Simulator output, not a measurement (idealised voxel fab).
Proc. module: voxel capacitor over wiring
Pictured: cross-section cut, 260 nm wide, on a grid of 5 nm square cells.
A cross-section is a grid of square cells, given in bands from the top down. A band is one or more rows of cells. This entry defines a band. It first specifies the height of the band's top and the height of its bottom in nm, and then specifies the band's materials from left to right, stating each material with its width in nm. The word "all across" identifies a single material that fills the band from edge to edge, while the word "empty" identifies empty space. Convention: height 0 is the level below which the wafer, as received, is all one material. The lowest band does not terminate at the bottom but continues downward, represented as "0 -> down". Note: "30 to 40" means the width goes from the first number (top row of the band) to the second number (bottom row) in equal steps per row of cells. The designation "changes: none", where it is given for a processing step, indicates that no cell of the cross-section was altered in the course of that step. "Sealed-off cavities": empty spaces of 8 cells or more with no open way to the top, each given as width x height at distance, distance from the left edge, all in nm. Text after the settings on a step's line: the simulator's own remark on that step. overlay nm, on a step with a mask: how far to the right of its planned place the mask lay; to the left if negative.
Intended process steps:
1) RECEIVE | material Si
2) CONFORMAL_DEP | material SiO2 | thk nm 10
3) CONFORMAL_DEP | material SiN | thk nm 5
4) DIRECTIONAL_DEP | material lowk | thk nm 25
5) DIRECTIONAL_DEP | material aC | thk nm 15
6) PATTERN | tone open | mask id METAL_1 | material resist | width nm 20 | pitch nm 80 | thk nm 30 | overlay nm 0
7) DIRECTIONAL_ETCH | etch materials aC | depth nm 15
8) STRIP | etch materials resist
9) DIRECTIONAL_ETCH | etch materials lowk | depth nm 25
10) DIRECTIONAL_ETCH | etch materials SiN | depth nm 5
11) STRIP | etch materials aC
12) CONFORMAL_DEP | material TiN | thk nm 5
13) FILL_DEP | material Cu | thk nm 5
14) CMP | height nm 40
15) CONFORMAL_DEP | material SiCN | thk nm 5
16) DIRECTIONAL_DEP | material SiO2 | thk nm 20
17) PATTERN | tone open | mask id PLUG_1 | material resist | width nm 15 | thk nm 20 | overlay nm 0
18) DIRECTIONAL_ETCH | etch materials SiO2 | depth nm 20
19) DIRECTIONAL_ETCH | etch materials SiCN | depth nm 5
20) STRIP | etch materials resist
21) EPI | material Ru | thk nm 10
22) EPI | material Ru | thk nm 10
23) EPI | material Ru | thk nm 5
24) DIRECTIONAL_DEP | material TiN | thk nm 5
25) DIRECTIONAL_DEP | material Al2O3 | thk nm 5
26) DIRECTIONAL_DEP | material TiN | thk nm 5
27) PATTERN | tone cover | mask id UPPER_PLATE | material resist | width nm 65 | thk nm 20 | overlay nm 0
28) DIRECTIONAL_ETCH | etch materials TiN | depth nm 5
29) DIRECTIONAL_ETCH | etch materials Al2O3 | depth nm 5
30) STRIP | etch materials resist
31) DIRECTIONAL_DEP | material aC | thk nm 10
32) PATTERN | tone cover | mask id LOWER_PLATE | material resist | width nm 75 | thk nm 25 | overlay nm 0
33) DIRECTIONAL_ETCH | etch materials aC | depth nm 10
34) STRIP | etch materials resist
35) DIRECTIONAL_ETCH | etch materials TiN | depth nm 5
36) STRIP | etch materials aC
37) FILL_DEP | material SiO2 | thk nm 20
38) CMP | height nm 95
39) DIRECTIONAL_DEP | material aC | thk nm 15
40) PATTERN | tone open | mask id PLUG_2 | material resist | width nm 15 | thk nm 30 | overlay nm 0
41) DIRECTIONAL_ETCH | etch materials aC | depth nm 15
42) STRIP | etch materials resist
43) DIRECTIONAL_ETCH | etch materials SiO2 | depth nm 15
44) STRIP | etch materials aC
45) CONFORMAL_DEP | material TiN | thk nm 5
46) FILL_DEP | material Cu | thk nm 10
47) CMP | height nm 95
48) CONFORMAL_DEP | material SiN | thk nm 5
Heads up: all these wafers start the same, and what changes between them is the width nm in step 40. The value you see in the plan is just what the first wafer got.
The first of several wafers in cross-section, exactly as it reached us after step 1:
- 0 -> down: Si all across
- Sealed-off cavities: none
Cross-section of the first of several wafers, taken after step 48, where the module ends:
- 100 -> 95: SiN all across
- 95 -> 85: SiO2 95 nm | TiN 5 nm | Cu 5 nm | TiN 5 nm | SiO2 150 nm
- 85 -> 75: SiO2 95 to 85 nm | TiN 15 to 65 nm | SiO2 150 to 110 nm
- 75 -> 70: SiO2 85 nm | Al2O3 65 nm | SiO2 110 nm
- 70 -> 65: SiO2 80 nm | TiN 75 nm | SiO2 105 nm
- 65 -> 45: SiO2 85 nm | Ru 15 nm | SiO2 160 nm
- 45 -> 40: SiCN 85 nm | Ru 15 nm | SiCN 160 nm
- 40 -> 15: lowk 80 nm | TiN 5 nm | Cu 10 nm | TiN 5 nm | lowk 60 nm | TiN 5 nm | Cu 10 nm | TiN 5 nm | lowk 80 nm
- 15 -> 10: SiN 80 nm | TiN 20 nm | SiN 60 nm | TiN 20 nm | SiN 80 nm
- 10 -> 0: SiO2 all across
- 0 -> down: Si all across
- Sealed-off cavities: none
Here we cross-sectioned the last of the wafers once the module was done:
- 100 -> 95: SiN all across
- 95 -> 85: SiO2 90 nm | TiN 5 nm | Cu 20 nm | TiN 5 nm | SiO2 140 nm
- 85 -> 75: SiO2 90 to 85 nm | TiN 30 to 65 nm | SiO2 140 to 110 nm
- 75 -> 70: SiO2 85 nm | Al2O3 65 nm | SiO2 110 nm
- 70 -> 65: SiO2 80 nm | TiN 75 nm | SiO2 105 nm
- 65 -> 45: SiO2 85 nm | Ru 15 nm | SiO2 160 nm
- 45 -> 40: SiCN 85 nm | Ru 15 nm | SiCN 160 nm
- 40 -> 15: lowk 80 nm | TiN 5 nm | Cu 10 nm | TiN 5 nm | lowk 60 nm | TiN 5 nm | Cu 10 nm | TiN 5 nm | lowk 80 nm
- 15 -> 10: SiN 80 nm | TiN 20 nm | SiN 60 nm | TiN 20 nm | SiN 80 nm
- 10 -> 0: SiO2 all across
- 0 -> down: Si all across
- Sealed-off cavities: none
Rows = wafers. At module end, each row lists per material the cells gained (+) or lost (-) since the wafer was received, then the closed voids:
width nm 15; +13 Al2O3; +22 Cu; +15 Ru; +49 SiCN; +96 SiN; +562 SiO2; +63 TiN; +220 lowk; Sealed-off cavities: none
width nm 20; +13 Al2O3; +24 Cu; +15 Ru; +49 SiCN; +96 SiN; +559 SiO2; +64 TiN; +220 lowk; Sealed-off cavities: none
width nm 25; +13 Al2O3; +26 Cu; +15 Ru; +49 SiCN; +96 SiN; +556 SiO2; +65 TiN; +220 lowk; Sealed-off cavities: none
width nm 30; +13 Al2O3; +28 Cu; +15 Ru; +49 SiCN; +96 SiN; +553 SiO2; +66 TiN; +220 lowk; Sealed-off cavities: none
